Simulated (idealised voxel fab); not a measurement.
process module | voxel lift off
cross-section cut | 190 nm wide | cells 5 nm
A cross-section is a grid of square cells, given in bands from the top down. A band is one or more rows of cells.
Each band's line starts with the height of the band's top and of its bottom, in nm. Then come its materials from left to right, each with its width in nm. One material with "throughout" fills the band from edge to edge. "air" is empty space.
Height 0 is the level under which the wafer as received is all one material. The lowest band goes on downwards, as in "0 down".
A width such as "30 to 40" changes by the same amount from each row of cells to the next, from the band's top row to its bottom row.
"no change" after a step means that no cell of the cross-section changed.
closed voids: empty space of 8 cells or more with no open way to the top, each as width x height at its distance from the left edge, in nm
after a step's settings: what the simulator itself notes on the step
overlay nm, on a step with a mask: how far to the right of its planned place the mask lay; to the left if negative
plan
1 op RECEIVE | material Si
2 op CONFORMAL_DEP | material Al2O3 | thk nm 5
3 op PATTERN | tone open | mask id LINES | material resist | width nm 30 | pitch nm 60 | thk nm 20 | overlay nm 0
4 op DIRECTIONAL_DEP | material Ru | thk nm 5
5 op STRIP | etch materials resist
6 op CONFORMAL_DEP | material SiCN | thk nm 10
as received, after step 1
  0 down: Si throughout
  closed voids: none
first wafer at the end, as planned
  20 to 15: air 40 | SiCN 50 | air 10 | SiCN 50 | air 40
  15 to 10: SiCN throughout
  10 to 5: SiCN 50 | Ru 30 | SiCN 30 | Ru 30 | SiCN 50
  5 to 0: Al2O3 throughout
  0 down: Si throughout
  closed voids: none
second wafer at the end: like start, like plan, one mistake
  20 to 15: SiCN 60 | air 10 | SiCN 50 | air 10 | SiCN 60
  15 to 10: SiCN throughout
  10 to 5: Ru 50 | SiCN 30 | Ru 30 | SiCN 30 | Ru 50
  5 to 0: Al2O3 throughout
  0 down: Si throughout
  closed voids: none
what went wrong: step 3 ran as: op PATTERN | tone cover | mask id LINES | material resist | width nm 30 | pitch nm 60 | thk nm 20 | overlay nm 0
at the end the second wafer has, in cells: 14 more of Ru
